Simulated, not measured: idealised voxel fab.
The process module presented herein is designated voxel spacer lines.
In the cross-section labelled cut, the width is 295 nm and each square cell is 5 nm.
Heads up, the way a cross-section reads in here is a grid of square cells, handed over as bands from the top down, with every band being one or more rows of cells. The entry gives the band's vertical extent as a top height and a bottom height in nm, then its horizontal make-up as materials from left to right, each with a width in nm. "empty" stands for empty space; a single material marked "throughout" fills the band edge to edge. It should be noted that heights are counted from 0, beneath which the wafer as supplied is of one material throughout, and that the lowest band possesses no lower boundary but continues downward, as written in "0 and below". Note: "30..40" means the width goes from the first number (top row of the band) to the second number (bottom row) in equal steps per row of cells. "everything unchanged" means the step left every cell of the cross-section as it was. Listed in "Unvented voids": every empty space of 8 or more cells without an open way to the top. Form: width x height at distance, the distance being from the left edge, all in nm. Formally, on a step line, whatever follows the settings is a remark that the simulator itself makes on the step. If you see "overlay nm" on a step's line and that step has a mask, it's telling you how far right of where it was planned the mask ended up; a negative number means it went left instead.

[The steps planned for the process are as follows]
1) RECEIVE (material Si)
2) CONFORMAL_DEP (material SiO2; thk nm 5)
3) DIRECTIONAL_DEP (material W; thk nm 15)
4) DIRECTIONAL_DEP (material polySi; thk nm 20)
5) PATTERN (tone cover; mask id MANDREL; material resist; width nm 15; pitch nm 60; thk nm 25; overlay nm 0)
6) DIRECTIONAL_ETCH (etch materials polySi; depth nm 20)
7) STRIP (etch materials resist)
8) CONFORMAL_DEP (material SiN; thk nm 15)
9) DIRECTIONAL_ETCH (etch materials SiN; depth nm 15)
10) STRIP (etch materials polySi)
11) DIRECTIONAL_ETCH (etch materials W; depth nm 15)
12) STRIP (etch materials SiN)

[As-received state of the wafer in cross-section, equivalent to post-step 1]
	0 and below  Si throughout
	Unvented voids: none

[First wafer of two, sectioned at end of module; run went per plan]
	20 down to 5  65 empty; 15 W; 15 empty; 15 W; 15 empty; 15 W; 15 empty; 15 W; 15 empty; 15 W; 15 empty; 15 W; 65 empty
	5 down to 0  SiO2 throughout
	0 and below  Si throughout
	Unvented voids: none

[Same start, same plan as the first wafer - but one mistake in the run. Cross-section of the second of the two at the end of the module]
	20 down to 5  60 empty; 15 W; 25 empty; 15 W; 5 empty; 15 W; 25 empty; 15 W; 5 empty; 15 W; 25 empty; 15 W; 60 empty
	5 down to 0  SiO2 throughout
	0 and below  Si throughout
	Unvented voids: none
It is concluded that the wafer was processed incorrectly with respect to the plan, in that step 5 off recipe, ran as PATTERN (tone cover; mask id MANDREL; material resist; width nm 25; pitch nm 60; thk nm 25; overlay nm 0)
In the final comparison it is observed that the number of cells assigned to each material is identical for the two wafers, whereas their placement is not.
